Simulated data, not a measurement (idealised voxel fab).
The process module presented herein is designated voxel ribs on slabs.
Pictured: cross-section cut, 240 nm wide, on a grid of 5 nm square cells.
A cross-section is a grid of square cells, given in bands from the top down. A band is one or more rows of cells.
This entry defines a band. It first specifies the height of the band's top and the height of its bottom in nm, and then specifies the band's materials from left to right, stating each material with its width in nm. The word "edge to edge" identifies a single material that fills the band from edge to edge, while the word "blank" identifies empty space.
Where do heights start? At 0: under that level the wafer as delivered is made of one material only. And the lowest band has no floor; it just carries on downward, as in "0 and below".
The two numbers in a width such as "30..40" mark its ends across the band: the first belongs to the top row of cells, the second to the bottom row, and from each row to the next the width moves by the same amount.
No cell of the cross-section changed in a step that is given as "no modifications".
"Tabulated closed voids" specifies each empty space that is not open to the top and that occupies no fewer than 8 cells, using the form width x height at distance, the distance measured from the left edge and all three quantities in nm.
Anything after a step's settings on that line? It's the simulator's own note about the step.
When a step includes a mask, the "overlay nm" setting on its line states how far to the right of its planned place that mask lay, and negative values state how far to the left.

Set out below are the planned steps of the process:
1,RECEIVE (material Si)
2,DIRECTIONAL_DEP (material SiO2; thk nm 30)
3,DIRECTIONAL_DEP (material SiN; thk nm 25)
4,MASKED_ETCH (tone cover; mask id RIB; width nm 30; etch materials SiN; depth nm 10; overlay nm 0)
5,PATTERN (tone cover; mask id SLAB; material resist; width nm 80; thk nm 20; overlay nm 0)
6,DIRECTIONAL_ETCH (etch materials SiN; depth nm 5)
7,STRIP (etch materials resist)
8,FILL_DEP (material SiO2; thk nm 20)
9,CMP (height nm 65)
10,DIRECTIONAL_DEP (material TiN; thk nm 5)
11,MASKED_ETCH (tone cover; mask id HEATER; width nm 40; etch materials TiN; depth nm 5; overlay nm 0)
12,CONFORMAL_DEP (material SiO2; thk nm 10)
For clarity, it should be stated that the wafers under discussion commence in an identical condition and differ with respect to the depth nm of step 4, the plan indicating the value that the first wafer had.

Cross-sectional view of the first of several wafers in the as-received condition, corresponding to the state following step 1:
> 0 and below  Si edge to edge
> Tabulated closed voids: none

Per-wafer rows below. For each material: cells gained (+) or lost (-) since the wafer was received, as of end of module. Then: closed voids:
depth nm 10, +124 SiN, +600 SiO2, +8 TiN, Tabulated closed voids: none
depth nm 15, +82 SiN, +642 SiO2, +8 TiN, Tabulated closed voids: none
depth nm 20, +40 SiN, +684 SiO2, +8 TiN, Tabulated closed voids: none
depth nm 25, +30 SiN, +694 SiO2, +8 TiN, Tabulated closed voids: none
depth nm 30, +30 SiN, +694 SiO2, +8 TiN, Tabulated closed voids: none
depth nm 35, +30 SiN, +694 SiO2, +8 TiN, Tabulated closed voids: none
